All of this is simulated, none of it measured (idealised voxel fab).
process module | voxel gate over fins
cross-section cut | 175 nm wide | cells 5 nm
A cross-section is a grid of square cells, given in bands from the top down. A band is one or more rows of cells.
Each band's line starts with the height of the band's top and of its bottom, in nm. Then come its materials from left to right, each with its width in nm. One material with "throughout" fills the band from edge to edge. "air" is empty space.
Height 0 is the level under which the wafer as received is all one material. The lowest band goes on downwards, as in "0 down".
A width such as "30 to 40" changes by the same amount from each row of cells to the next, from the band's top row to its bottom row.
"no change" after a step means that no cell of the cross-section changed.
closed voids: empty space of 8 cells or more with no open way to the top, each as width x height at its distance from the left edge, in nm
after a step's settings: what the simulator itself notes on the step
overlay nm, on a step with a mask: how far to the right of its planned place the mask lay; to the left if negative
plan
1 op RECEIVE | material Si
2 op CONFORMAL_DEP | material SiN | thk nm 5
3 op DIRECTIONAL_DEP | material aC | thk nm 15
4 op PATTERN | tone cover | mask id FINS | material resist | width nm 15 | pitch nm 35 | thk nm 35 | overlay nm 0
5 op DIRECTIONAL_ETCH | etch materials aC | depth nm 15
6 op STRIP | etch materials resist
7 op DIRECTIONAL_ETCH | etch materials SiN | depth nm 5
8 op DIRECTIONAL_ETCH | etch materials Si | depth nm 30
9 op STRIP | etch materials aC
10 op FILL_DEP | material SiO2 | thk nm 5
11 op CMP | height nm 5
12 op SELECTIVE_ETCH | etch materials SiO2 | depth nm 20
13 op STRIP | etch materials SiN
14 op CONFORMAL_DEP | material HfO2 | thk nm 5
15 op CONFORMAL_DEP | material TiN | thk nm 5
16 op FILL_DEP | material W | thk nm 10
17 op CMP | height nm 15
18 op CONFORMAL_DEP | material SiCN | thk nm 10
first wafer, as planned
as received, after step 1
  0 down: Si throughout
  closed voids: none
after step 2
  5 to 0: SiN throughout
  below 0: unchanged
after step 3
  20 to 5: aC throughout
  below 5: unchanged
after step 4
  55 to 20: air 60 | resist 15 | air 20 | resist 15 | air 65
  below 20: unchanged
after step 5
  40 to 20: air 60 | resist 15 | air 20 | resist 15 | air 65
  20 to 5: air 60 | aC 15 | air 20 | aC 15 | air 65
  below 5: unchanged
after step 6
  20 to 5: air 60 | aC 15 | air 20 | aC 15 | air 65
  below 5: unchanged
after step 7
  20 to 5: air 60 | aC 15 | air 20 | aC 15 | air 65
  5 to 0: air 60 | SiN 15 | air 20 | SiN 15 | air 65
  below 0: unchanged
after step 8
  20 to 5: air 60 | aC 15 | air 20 | aC 15 | air 65
  5 to 0: air 60 | SiN 15 | air 20 | SiN 15 | air 65
  0 to -30: air 60 | Si 15 | air 20 | Si 15 | air 65
  below -30: unchanged
after step 9
  5 to 0: air 60 | SiN 15 | air 20 | SiN 15 | air 65
  below 0: unchanged
after step 10
  10 to 5: SiO2 throughout
  5 to 0: SiO2 60 | SiN 15 | SiO2 20 | SiN 15 | SiO2 65
  0 to -30: SiO2 60 | Si 15 | SiO2 20 | Si 15 | SiO2 65
  below -30: unchanged
after step 11
  5 to 0: SiO2 60 | SiN 15 | SiO2 20 | SiN 15 | SiO2 65
  below 0: unchanged
after step 12
  5 to 0: air 60 | SiN 15 | air 20 | SiN 15 | air 65
  0 to -15: air 60 | Si 15 | air 20 | Si 15 | air 65
  below -15: unchanged
after step 13
  0 to -15: air 60 | Si 15 | air 20 | Si 15 | air 65
  below -15: unchanged
after step 14
  5 to 0: air 55 | HfO2 25 | air 10 | HfO2 25 | air 60
  0 to -10: air 55 | HfO2 5 | Si 15 | HfO2 5 | air 10 | HfO2 5 | Si 15 | HfO2 5 | air 60
  -10 to -15: HfO2 60 | Si 15 | HfO2 20 | Si 15 | HfO2 65
  below -15: unchanged
after step 15
  10 to 5: air 50 | TiN 70 | air 55
  5 to 0: air 50 | TiN 5 | HfO2 25 | TiN 10 | HfO2 25 | TiN 5 | air 55
  0 to -5: air 50 | TiN 5 | HfO2 5 | Si 15 | HfO2 5 | TiN 10 | HfO2 5 | Si 15 | HfO2 5 | TiN 5 | air 55
  -5 to -10: TiN 55 | HfO2 5 | Si 15 | HfO2 5 | TiN 10 | HfO2 5 | Si 15 | HfO2 5 | TiN 60
  below -10: unchanged
after step 16
  20 to 10: W throughout
  10 to 5: W 50 | TiN 70 | W 55
  5 to 0: W 50 | TiN 5 | HfO2 25 | TiN 10 | HfO2 25 | TiN 5 | W 55
  0 to -5: W 50 | TiN 5 | HfO2 5 | Si 15 | HfO2 5 | TiN 10 | HfO2 5 | Si 15 | HfO2 5 | TiN 5 | W 55
  below -5: unchanged
after step 17
  15 to 10: W throughout
  below 10: unchanged
after step 18
  25 to 15: SiCN throughout
  below 15: unchanged
second wafer: like start, like plan, one mistake. Through step 7 it matches the first wafer
when step 8 should have ended
  20 to 5: air 60 | aC 15 | air 20 | aC 15 | air 65
  5 to 0: air 60 | SiN 15 | air 20 | SiN 15 | air 65
  0 to -60: air 60 | Si 15 | air 20 | Si 15 | air 65
  below -60: unchanged
when step 9 should have ended
  5 to 0: air 60 | SiN 15 | air 20 | SiN 15 | air 65
  below 0: unchanged
when step 10 should have ended
  10 to 5: SiO2 throughout
  5 to 0: SiO2 60 | SiN 15 | SiO2 20 | SiN 15 | SiO2 65
  0 to -60: SiO2 60 | Si 15 | SiO2 20 | Si 15 | SiO2 65
  below -60: unchanged
when step 11 should have ended
  5 to 0: SiO2 60 | SiN 15 | SiO2 20 | SiN 15 | SiO2 65
  below 0: unchanged
when step 12 should have ended
  5 to 0: air 60 | SiN 15 | air 20 | SiN 15 | air 65
  0 to -15: air 60 | Si 15 | air 20 | Si 15 | air 65
  below -15: unchanged
when step 13 should have ended
  0 to -15: air 60 | Si 15 | air 20 | Si 15 | air 65
  below -15: unchanged
when step 14 should have ended
  5 to 0: air 55 | HfO2 25 | air 10 | HfO2 25 | air 60
  0 to -10: air 55 | HfO2 5 | Si 15 | HfO2 5 | air 10 | HfO2 5 | Si 15 | HfO2 5 | air 60
  -10 to -15: HfO2 60 | Si 15 | HfO2 20 | Si 15 | HfO2 65
  below -15: unchanged
when step 15 should have ended
  10 to 5: air 50 | TiN 70 | air 55
  5 to 0: air 50 | TiN 5 | HfO2 25 | TiN 10 | HfO2 25 | TiN 5 | air 55
  0 to -5: air 50 | TiN 5 | HfO2 5 | Si 15 | HfO2 5 | TiN 10 | HfO2 5 | Si 15 | HfO2 5 | TiN 5 | air 55
  -5 to -10: TiN 55 | HfO2 5 | Si 15 | HfO2 5 | TiN 10 | HfO2 5 | Si 15 | HfO2 5 | TiN 60
  below -10: unchanged
when step 16 should have ended
  20 to 10: W throughout
  10 to 5: W 50 | TiN 70 | W 55
  5 to 0: W 50 | TiN 5 | HfO2 25 | TiN 10 | HfO2 25 | TiN 5 | W 55
  0 to -5: W 50 | TiN 5 | HfO2 5 | Si 15 | HfO2 5 | TiN 10 | HfO2 5 | Si 15 | HfO2 5 | TiN 5 | W 55
  below -5: unchanged
when step 17 should have ended
  15 to 10: W throughout
  below 10: unchanged
when step 18 should have ended
  25 to 15: SiCN throughout
  below 15: unchanged
what went wrong: step 8 was run twice
at the end the second wafer has, in cells: 174 fewer of Si | 174 more of SiO2
